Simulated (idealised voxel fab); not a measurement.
The document below concerns the process module designated voxel transistor to metal.
Displayed cross-section: cut, width of 185 nm, square cells sized 5 nm.
Throughout this document, each cross-section is represented as a grid of square cells and is presented as a sequence of bands enumerated from the top downward, where a band comprises one or more rows of cells.
Look at the band entry: it leads with the top's height and the bottom's height in nm. Then it lists the materials left to right, with a width in nm for each. The word "throughout" on a single material says that material fills the band edge to edge. The word "air" is empty space.
Zero point of the height axis is 0; under it, received wafer = one material. Lowest band: continues down indefinitely, "0 down".
Think of "30..40" as a width that walks from the first number to the second as you go down the band, top row to bottom row, taking equal-sized steps from row to row.
"remains unaltered" (step): cross-section cells unchanged, all of them.
You'll see "Enclosed void listing" listing empty spaces that have no way open to the top, as long as they're 8 cells or more; the notation is width x height at distance, where the distance is from the left edge, and all of it is in nm.
Formally, on a step line, whatever follows the settings is a remark that the simulator itself makes on the step.
On any step carrying a mask, the "overlay nm" setting, if present on the step's line, tells how far right of its planned place the mask lay; negative values point to the left.
[So here's the lineup of process steps we planned]
| 1 | RECEIVE,material Si |
| 2 | CONFORMAL_DEP,material SiO2,thk nm 5 |
| 3 | CONFORMAL_DEP,material SiN,thk nm 10 |
| 4 | DIRECTIONAL_DEP,material aC,thk nm 10 |
| 5 | PATTERN,tone cover,mask id ACTIVE,material resist,width nm 100,thk nm 25,overlay nm 0 |
| 6 | DIRECTIONAL_ETCH,etch materials aC,depth nm 10 |
| 7 | STRIP,etch materials resist |
| 8 | DIRECTIONAL_ETCH,etch materials SiN,depth nm 10 |
| 9 | DIRECTIONAL_ETCH,etch materials SiO2,depth nm 5 |
| 10 | DIRECTIONAL_ETCH,etch materials Si,depth nm 25 |
| 11 | STRIP,etch materials aC |
| 12 | OXIDIZE,depth nm 5 |
| 13 | FILL_DEP,material SiO2,thk nm 5 |
| 14 | CMP,height nm 15 |
| 15 | SELECTIVE_ETCH,etch materials SiO2,depth nm 5 |
| 16 | STRIP,etch materials SiN |
| 17 | SELECTIVE_ETCH,etch materials SiO2,depth nm 5 |
| 18 | OXIDIZE,depth nm 5 |
| 19 | DIRECTIONAL_DEP,material polySi,thk nm 30 |
| 20 | DIRECTIONAL_DEP,material SiCN,thk nm 15 |
| 21 | DIRECTIONAL_DEP,material aC,thk nm 15 |
| 22 | PATTERN,tone cover,mask id GATE,material resist,width nm 30,thk nm 35,overlay nm 0 |
| 23 | DIRECTIONAL_ETCH,etch materials aC,depth nm 15 |
| 24 | STRIP,etch materials resist |
| 25 | DIRECTIONAL_ETCH,etch materials SiCN,depth nm 25 |
| 26 | DIRECTIONAL_ETCH,etch materials polySi,depth nm 40 |
| 27 | STRIP,etch materials aC |
| 28 | CONFORMAL_DEP,material SiN,thk nm 5 |
| 29 | DIRECTIONAL_ETCH,etch materials SiN,depth nm 5 |
| 30 | DIRECTIONAL_ETCH,etch materials SiO2,depth nm 5 |
| 31 | DIRECTIONAL_ETCH,etch materials Si,depth nm 10 |
| 32 | EPI,material SiGe,thk nm 10 |
| 33 | FILL_DEP,material SiO2,thk nm 5 |
| 34 | CMP,height nm 30 |
| 35 | STRIP,etch materials polySi |
| 36 | SELECTIVE_ETCH,etch materials SiO2,depth nm 5 |
| 37 | CONFORMAL_DEP,material HfO2,thk nm 5 |
| 38 | CONFORMAL_DEP,material TiN,thk nm 5 |
| 39 | FILL_DEP,material W,thk nm 5 |
| 40 | CMP,height nm 25 |
| 41 | DIRECTIONAL_DEP,material SiO2,thk nm 15 |
| 42 | PATTERN,tone open,mask id CONTACT,material resist,width nm 15,pitch nm 75,thk nm 20,overlay nm 0 |
| 43 | DIRECTIONAL_ETCH,etch materials SiO2,depth nm 45 |
| 44 | STRIP,etch materials resist |
| 45 | CONFORMAL_DEP,material TiN,thk nm 5 |
| 46 | FILL_DEP,material W,thk nm 10 |
| 47 | CMP,height nm 40 |
| 48 | CONFORMAL_DEP,material SiCN,thk nm 5 |
| 49 | DIRECTIONAL_DEP,material lowk,thk nm 15 |
| 50 | MASKED_ETCH,tone open,mask id METAL_1,width nm 15,pitch nm 75,etch materials lowk,depth nm 15,overlay nm 0 |
| 51 | MASKED_ETCH,tone open,mask id METAL_1,width nm 15,pitch nm 75,etch materials SiCN,depth nm 5,overlay nm 0 |
| 52 | CONFORMAL_DEP,material TiN,thk nm 5 |
| 53 | FILL_DEP,material Cu,thk nm 5 |
| 54 | CMP,height nm 60 |
| 55 | CONFORMAL_DEP,material SiCN,thk nm 5 |
| 56 | DIRECTIONAL_DEP,material lowk,thk nm 35 |
| 57 | DIRECTIONAL_DEP,material aC,thk nm 10 |
| 58 | PATTERN,tone open,mask id METAL_2,material resist,width nm 15,pitch nm 75,thk nm 25,overlay nm 0 |
| 59 | DIRECTIONAL_ETCH,etch materials aC,depth nm 10 |
| 60 | STRIP,etch materials resist |
| 61 | DIRECTIONAL_ETCH,etch materials lowk,depth nm 20 |
| 62 | STRIP,etch materials aC |
| 63 | DIRECTIONAL_DEP,material aC,thk nm 15 |
| 64 | PATTERN,tone open,mask id METAL_2_HOLES,material resist,width nm 15,pitch nm 75,thk nm 30,overlay nm 0 |
| 65 | DIRECTIONAL_ETCH,etch materials aC,depth nm 15 |
| 66 | STRIP,etch materials resist |
| 67 | DIRECTIONAL_ETCH,etch materials lowk,depth nm 15 |
| 68 | DIRECTIONAL_ETCH,etch materials SiCN,depth nm 5 |
| 69 | STRIP,etch materials aC |
| 70 | CONFORMAL_DEP,material TiN,thk nm 5 |
| 71 | FILL_DEP,material Cu,thk nm 10 |
| 72 | CMP,height nm 100 |
| 73 | CONFORMAL_DEP,material SiCN,thk nm 5 |
[Cross-section of the wafer upon arrival, representing the state reached after step 1]
- 0 down  Si throughout
- Enclosed void listing: none
[The plan above was carried out on the starting structure above with one mistake, and this cross-section shows the wafer at the end of the module]
- 105 to 100  SiCN throughout
- 100 to 65  45 of lowk  5 of TiN  5 of Cu  5 of TiN  60 of lowk  5 of TiN  5 of Cu  5 of TiN  50 of lowk
- 65 to 60  45 of SiCN  15 of TiN  60 of SiCN  15 of TiN  50 of SiCN
- 60 to 50  40 of Cu  5 of TiN  15 of lowk  5 of TiN  50 of Cu  5 of TiN  15 of lowk  5 of TiN  45 of Cu
- 50 to 45  45 of TiN  15 of lowk  60 of TiN  15 of lowk  50 of TiN
- 45 to 40  SiCN throughout
- 40 to 25  45 of SiO2  5 of TiN  5 of W  5 of TiN  60 of SiO2  5 of TiN  5 of W  5 of TiN  50 of SiO2
- 25 to 5  45 of SiO2  5 of TiN  5 of W  5 of TiN  10 of SiO2  5 of SiN  5 of HfO2  5 of TiN  10 of W  5 of TiN  5 of HfO2  5 of SiN  10 of SiO2  5 of TiN  5 of W  5 of TiN  50 of SiO2
- 5 to 0  35 of SiO2  5 of SiN  5 of SiO2  5 of TiN  5 of W  5 of TiN  10 of SiGe  5 of SiN  5 of HfO2  20 of TiN  5 of HfO2  5 of SiN  10 of SiGe  5 of TiN  5 of W  5 of TiN  5 of SiO2  5 of SiN  40 of SiO2
- 0 to -5  45 of SiO2  15 of TiN  10 of SiGe  40 of HfO2  10 of SiGe  15 of TiN  50 of SiO2
- -5 to -15  45 of SiO2  25 of SiGe  40 of Si  25 of SiGe  50 of SiO2
- -15 to -30  45 of SiO2  90 of Si  50 of SiO2
- -30 down  Si throughout
- Enclosed void listing: none
Misprocessing identified: step 50 was processed under conditions differing from the plan, specifically as MASKED_ETCH,tone cover,mask id METAL_1,width nm 15,pitch nm 75,etch materials lowk,depth nm 15,overlay nm 0
